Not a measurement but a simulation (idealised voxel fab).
Herein follows the process module entitled voxel self aligned vias.
Cross-section cut: width 295 nm, square cells of 5 nm.
Cross-section = grid of square cells, listed top down in bands; band = one or more rows.
Per band: top height and bottom height in nm, followed by the left-to-right materials and their widths in nm; "edge to edge" marks a single material spanning edge to edge, "blank" marks empty space.
The level at which height equals 0 is the one under which the wafer, as it arrives, is entirely one material. No lower edge exists for the bottom band, which continues downward and is notated as in "0 and below".
The notation "30..40" denotes a width that varies across the rows of cells in the band, beginning at the first number in the top row, finishing at the second number in the bottom row, and changing by an identical amount from each row to the next.
Where a step carries "same as before", the cross-section came out of it unchanged, cell for cell.
Closed internal voids: empty space of 8 cells or more with no open way to the top, each as width x height at its distance from the left edge, in nm
after a step's settings: what the simulator itself notes on the step
overlay nm: where the mask lay relative to plan, measured to the right, on steps with a mask; negatives go left.
The following list gives the planned process steps
1: RECEIVE: material Si
2: CONFORMAL_DEP: material SiO2, thk nm 10
3: CONFORMAL_DEP: material SiCN, thk nm 5
4: DIRECTIONAL_DEP: material SiO2, thk nm 25
5: DIRECTIONAL_DEP: material aC, thk nm 15
6: PATTERN: tone open, mask id LINES, material resist, width nm 30, pitch nm 65, thk nm 30, overlay nm 0
7: DIRECTIONAL_ETCH: etch materials aC, depth nm 15
8: STRIP: etch materials resist
9: DIRECTIONAL_ETCH: etch materials SiO2, depth nm 25
10: STRIP: etch materials aC
11: CONFORMAL_DEP: material TiN, thk nm 5
12: FILL_DEP: material W, thk nm 5
13: CMP: height nm 40
14: SELECTIVE_ETCH: etch materials W Ru TiN, depth nm 5
15: FILL_DEP: material SiN, thk nm 5
16: CMP: height nm 40
17: DIRECTIONAL_DEP: material SiO2, thk nm 15
18: DIRECTIONAL_DEP: material aC, thk nm 15
19: PATTERN: tone open, mask id VIAS, material resist, width nm 40, thk nm 35, overlay nm 0
20: DIRECTIONAL_ETCH: etch materials aC, depth nm 15
21: STRIP: etch materials resist
22: DIRECTIONAL_ETCH: etch materials SiO2, depth nm 15
23: DIRECTIONAL_ETCH: etch materials SiN, depth nm 5
24: STRIP: etch materials aC
25: CONFORMAL_DEP: material TiN, thk nm 5
26: FILL_DEP: material W, thk nm 5
27: CMP: height nm 55
28: CONFORMAL_DEP: material SiN, thk nm 5
first wafer, as planned
Incoming wafer, cross-sectional view, post step 1
    0 and below: Si edge to edge
    Closed internal voids: none
Wafer section view after processing step 2
    10 down to 0: SiO2 edge to edge
    Below 0 it's all the same as before, nothing changed down there.
Wafer section view after processing step 3
    15 down to 10: SiCN edge to edge
    Below 10 it's all the same as before, nothing changed down there.
Wafer section view after processing step 4
    40 down to 15: SiO2 edge to edge
    Below 15 it's all the same as before, nothing changed down there.
Wafer section view after processing step 5
    55 down to 40: aC edge to edge
    Below 40 it's all the same as before, nothing changed down there.
Wafer section view after processing step 6
    85 down to 55: resist: 100, then blank: 30, then resist: 35, then blank: 30, then resist: 100
    Below 55 it's all the same as before, nothing changed down there.
Wafer section view after processing step 7
    70 down to 55: resist: 100, then blank: 30, then resist: 35, then blank: 30, then resist: 100
    55 down to 40: aC: 100, then blank: 30, then aC: 35, then blank: 30, then aC: 100
    Below 40 it's all the same as before, nothing changed down there.
Wafer section view after processing step 8
    55 down to 40: aC: 100, then blank: 30, then aC: 35, then blank: 30, then aC: 100
    Below 40 it's all the same as before, nothing changed down there.
Wafer section view after processing step 9
    55 down to 40: aC: 100, then blank: 30, then aC: 35, then blank: 30, then aC: 100
    40 down to 15: SiO2: 100, then blank: 30, then SiO2: 35, then blank: 30, then SiO2: 100
    Below 15 it's all the same as before, nothing changed down there.
Wafer section view after processing step 10
    40 down to 15: SiO2: 100, then blank: 30, then SiO2: 35, then blank: 30, then SiO2: 100
    Below 15 it's all the same as before, nothing changed down there.
Wafer section view after processing step 11
    45 down to 40: TiN: 105, then blank: 20, then TiN: 45, then blank: 20, then TiN: 105
    40 down to 20: SiO2: 100, then TiN: 5, then blank: 20, then TiN: 5, then SiO2: 35, then TiN: 5, then blank: 20, then TiN: 5, then SiO2: 100
    20 down to 15: SiO2: 100, then TiN: 30, then SiO2: 35, then TiN: 30, then SiO2: 100
    Below 15 it's all the same as before, nothing changed down there.
Wafer section view after processing step 12
    50 down to 45: W edge to edge
    45 down to 40: TiN: 105, then W: 20, then TiN: 45, then W: 20, then TiN: 105
    40 down to 20: SiO2: 100, then TiN: 5, then W: 20, then TiN: 5, then SiO2: 35, then TiN: 5, then W: 20, then TiN: 5, then SiO2: 100
    Below 20 it's all the same as before, nothing changed down there.
Wafer section view after processing step 13
    40 down to 20: SiO2: 100, then TiN: 5, then W: 20, then TiN: 5, then SiO2: 35, then TiN: 5, then W: 20, then TiN: 5, then SiO2: 100
    Below 20 it's all the same as before, nothing changed down there.
Wafer section view after processing step 14
    40 down to 35: SiO2: 100, then blank: 30, then SiO2: 35, then blank: 30, then SiO2: 100
    Below 35 it's all the same as before, nothing changed down there.
Wafer section view after processing step 15
    45 down to 40: SiN edge to edge
    40 down to 35: SiO2: 100, then SiN: 30, then SiO2: 35, then SiN: 30, then SiO2: 100
    Below 35 it's all the same as before, nothing changed down there.
Wafer section view after processing step 16
    40 down to 35: SiO2: 100, then SiN: 30, then SiO2: 35, then SiN: 30, then SiO2: 100
    Below 35 it's all the same as before, nothing changed down there.
Wafer section view after processing step 17
    55 down to 40: SiO2 edge to edge
    Below 40 it's all the same as before, nothing changed down there.
Wafer section view after processing step 18
    70 down to 55: aC edge to edge
    Below 55 it's all the same as before, nothing changed down there.
Wafer section view after processing step 19
    105 down to 70: resist: 95, then blank: 40, then resist: 160
    Below 70 it's all the same as before, nothing changed down there.
Wafer section view after processing step 20
    90 down to 70: resist: 95, then blank: 40, then resist: 160
    70 down to 55: aC: 95, then blank: 40, then aC: 160
    Below 55 it's all the same as before, nothing changed down there.
Wafer section view after processing step 21
    70 down to 55: aC: 95, then blank: 40, then aC: 160
    Below 55 it's all the same as before, nothing changed down there.
Wafer section view after processing step 22
    70 down to 55: aC: 95, then blank: 40, then aC: 160
    55 down to 40: SiO2: 95, then blank: 40, then SiO2: 160
    Below 40 it's all the same as before, nothing changed down there.
Wafer section view after processing step 23
    70 down to 55: aC: 95, then blank: 40, then aC: 160
    55 down to 40: SiO2: 95, then blank: 40, then SiO2: 160
    40 down to 35: SiO2: 100, then blank: 30, then SiO2: 35, then SiN: 30, then SiO2: 100
    Below 35 it's all the same as before, nothing changed down there.
Wafer section view after processing step 24
    55 down to 40: SiO2: 95, then blank: 40, then SiO2: 160
    Below 40 it's all the same as before, nothing changed down there.
Wafer section view after processing step 25
    60 down to 55: TiN: 100, then blank: 30, then TiN: 165
    55 down to 45: SiO2: 95, then TiN: 5, then blank: 30, then TiN: 5, then SiO2: 160
    45 down to 40: SiO2: 95, then TiN: 10, then blank: 20, then TiN: 10, then SiO2: 160
    40 down to 35: SiO2: 100, then TiN: 30, then SiO2: 35, then SiN: 30, then SiO2: 100
    Below 35 it's all the same as before, nothing changed down there.
Wafer section view after processing step 26
    65 down to 60: W edge to edge
    60 down to 55: TiN: 100, then W: 30, then TiN: 165
    55 down to 45: SiO2: 95, then TiN: 5, then W: 30, then TiN: 5, then SiO2: 160
    45 down to 40: SiO2: 95, then TiN: 10, then W: 20, then TiN: 10, then SiO2: 160
    Below 40 it's all the same as before, nothing changed down there.
Wafer section view after processing step 27
    55 down to 45: SiO2: 95, then TiN: 5, then W: 30, then TiN: 5, then SiO2: 160
    Below 45 it's all the same as before, nothing changed down there.
Wafer section view after processing step 28
    60 down to 55: SiN edge to edge
    Below 55 it's all the same as before, nothing changed down there.
Here the second wafer is described. Its start and its plan were those of the first wafer. Its run contained one mistake. Up to and including step 5, it did exactly what the first wafer did
Cross-section: second wafer, time at which step 6 was scheduled to end
    85 down to 55: blank: 100, then resist: 30, then blank: 35, then resist: 30, then blank: 100
    Below 55 it's all the same as before, nothing changed down there.
Cross-section: second wafer, time at which step 7 was scheduled to end
    70 down to 55: blank: 100, then resist: 30, then blank: 35, then resist: 30, then blank: 100
    55 down to 40: blank: 100, then aC: 30, then blank: 35, then aC: 30, then blank: 100
    Below 40 it's all the same as before, nothing changed down there.
Cross-section: second wafer, time at which step 8 was scheduled to end
    55 down to 40: blank: 100, then aC: 30, then blank: 35, then aC: 30, then blank: 100
    Below 40 it's all the same as before, nothing changed down there.
Cross-section: second wafer, time at which step 9 was scheduled to end
    55 down to 40: blank: 100, then aC: 30, then blank: 35, then aC: 30, then blank: 100
    40 down to 15: blank: 100, then SiO2: 30, then blank: 35, then SiO2: 30, then blank: 100
    Below 15 it's all the same as before, nothing changed down there.
Cross-section: second wafer, time at which step 10 was scheduled to end
    40 down to 15: blank: 100, then SiO2: 30, then blank: 35, then SiO2: 30, then blank: 100
    Below 15 it's all the same as before, nothing changed down there.
Cross-section: second wafer, time at which step 11 was scheduled to end
    45 down to 40: blank: 95, then TiN: 40, then blank: 25, then TiN: 40, then blank: 95
    40 down to 20: blank: 95, then TiN: 5, then SiO2: 30, then TiN: 5, then blank: 25, then TiN: 5, then SiO2: 30, then TiN: 5, then blank: 95
    20 down to 15: TiN: 100, then SiO2: 30, then TiN: 35, then SiO2: 30, then TiN: 100
    Below 15 it's all the same as before, nothing changed down there.
Cross-section: second wafer, time at which step 12 was scheduled to end
    50 down to 45: W edge to edge
    45 down to 40: W: 95, then TiN: 40, then W: 25, then TiN: 40, then W: 95
    40 down to 20: W: 95, then TiN: 5, then SiO2: 30, then TiN: 5, then W: 25, then TiN: 5, then SiO2: 30, then TiN: 5, then W: 95
    Below 20 it's all the same as before, nothing changed down there.
Cross-section: second wafer, time at which step 13 was scheduled to end
    40 down to 20: W: 95, then TiN: 5, then SiO2: 30, then TiN: 5, then W: 25, then TiN: 5, then SiO2: 30, then TiN: 5, then W: 95
    Below 20 it's all the same as before, nothing changed down there.
Cross-section: second wafer, time at which step 14 was scheduled to end
    40 down to 35: blank: 100, then SiO2: 30, then blank: 35, then SiO2: 30, then blank: 100
    Below 35 it's all the same as before, nothing changed down there.
Cross-section: second wafer, time at which step 15 was scheduled to end
    45 down to 40: SiN edge to edge
    40 down to 35: SiN: 100, then SiO2: 30, then SiN: 35, then SiO2: 30, then SiN: 100
    Below 35 it's all the same as before, nothing changed down there.
Cross-section: second wafer, time at which step 16 was scheduled to end
    40 down to 35: SiN: 100, then SiO2: 30, then SiN: 35, then SiO2: 30, then SiN: 100
    Below 35 it's all the same as before, nothing changed down there.
Cross-section: second wafer, time at which step 17 was scheduled to end
    55 down to 40: SiO2 edge to edge
    Below 40 it's all the same as before, nothing changed down there.
Cross-section: second wafer, time at which step 18 was scheduled to end
    70 down to 55: aC edge to edge
    Below 55 it's all the same as before, nothing changed down there.
Cross-section: second wafer, time at which step 19 was scheduled to end
    105 down to 70: resist: 95, then blank: 40, then resist: 160
    Below 70 it's all the same as before, nothing changed down there.
Cross-section: second wafer, time at which step 20 was scheduled to end
    90 down to 70: resist: 95, then blank: 40, then resist: 160
    70 down to 55: aC: 95, then blank: 40, then aC: 160
    Below 55 it's all the same as before, nothing changed down there.
Cross-section: second wafer, time at which step 21 was scheduled to end
    70 down to 55: aC: 95, then blank: 40, then aC: 160
    Below 55 it's all the same as before, nothing changed down there.
Cross-section: second wafer, time at which step 22 was scheduled to end
    70 down to 55: aC: 95, then blank: 40, then aC: 160
    55 down to 40: SiO2: 95, then blank: 40, then SiO2: 160
    Below 40 it's all the same as before, nothing changed down there.
Cross-section: second wafer, time at which step 23 was scheduled to end
    70 down to 55: aC: 95, then blank: 40, then aC: 160
    55 down to 40: SiO2: 95, then blank: 40, then SiO2: 160
    40 down to 35: SiN: 95, then blank: 5, then SiO2: 30, then blank: 5, then SiN: 30, then SiO2: 30, then SiN: 100
    Below 35 it's all the same as before, nothing changed down there.
Cross-section: second wafer, time at which step 24 was scheduled to end
    55 down to 40: SiO2: 95, then blank: 40, then SiO2: 160
    Below 40 it's all the same as before, nothing changed down there.
Cross-section: second wafer, time at which step 25 was scheduled to end
    60 down to 55: TiN: 100, then blank: 30, then TiN: 165
    55 down to 45: SiO2: 95, then TiN: 5, then blank: 30, then TiN: 5, then SiO2: 160
    45 down to 40: SiO2: 95, then TiN: 40, then SiO2: 160
    40 down to 35: SiN: 95, then TiN: 5, then SiO2: 30, then TiN: 5, then SiN: 30, then SiO2: 30, then SiN: 100
    Below 35 it's all the same as before, nothing changed down there.
Cross-section: second wafer, time at which step 26 was scheduled to end
    65 down to 60: W edge to edge
    60 down to 55: TiN: 100, then W: 30, then TiN: 165
    55 down to 45: SiO2: 95, then TiN: 5, then W: 30, then TiN: 5, then SiO2: 160
    Below 45 it's all the same as before, nothing changed down there.
Cross-section: second wafer, time at which step 27 was scheduled to end
    55 down to 45: SiO2: 95, then TiN: 5, then W: 30, then TiN: 5, then SiO2: 160
    Below 45 it's all the same as before, nothing changed down there.
Cross-section: second wafer, time at which step 28 was scheduled to end
    60 down to 55: SiN edge to edge
    Below 55 it's all the same as before, nothing changed down there.
Here's what went sideways: so step 6 ended up running with a different setting than we planned, it ran as PATTERN: tone cover, mask id LINES, material resist, width nm 30, pitch nm 65, thk nm 30, overlay nm 0
Heads up, by the end the second wafer has more or fewer cells of some materials compared to the first: SiN +39; SiO2 -175; TiN +35; W +101
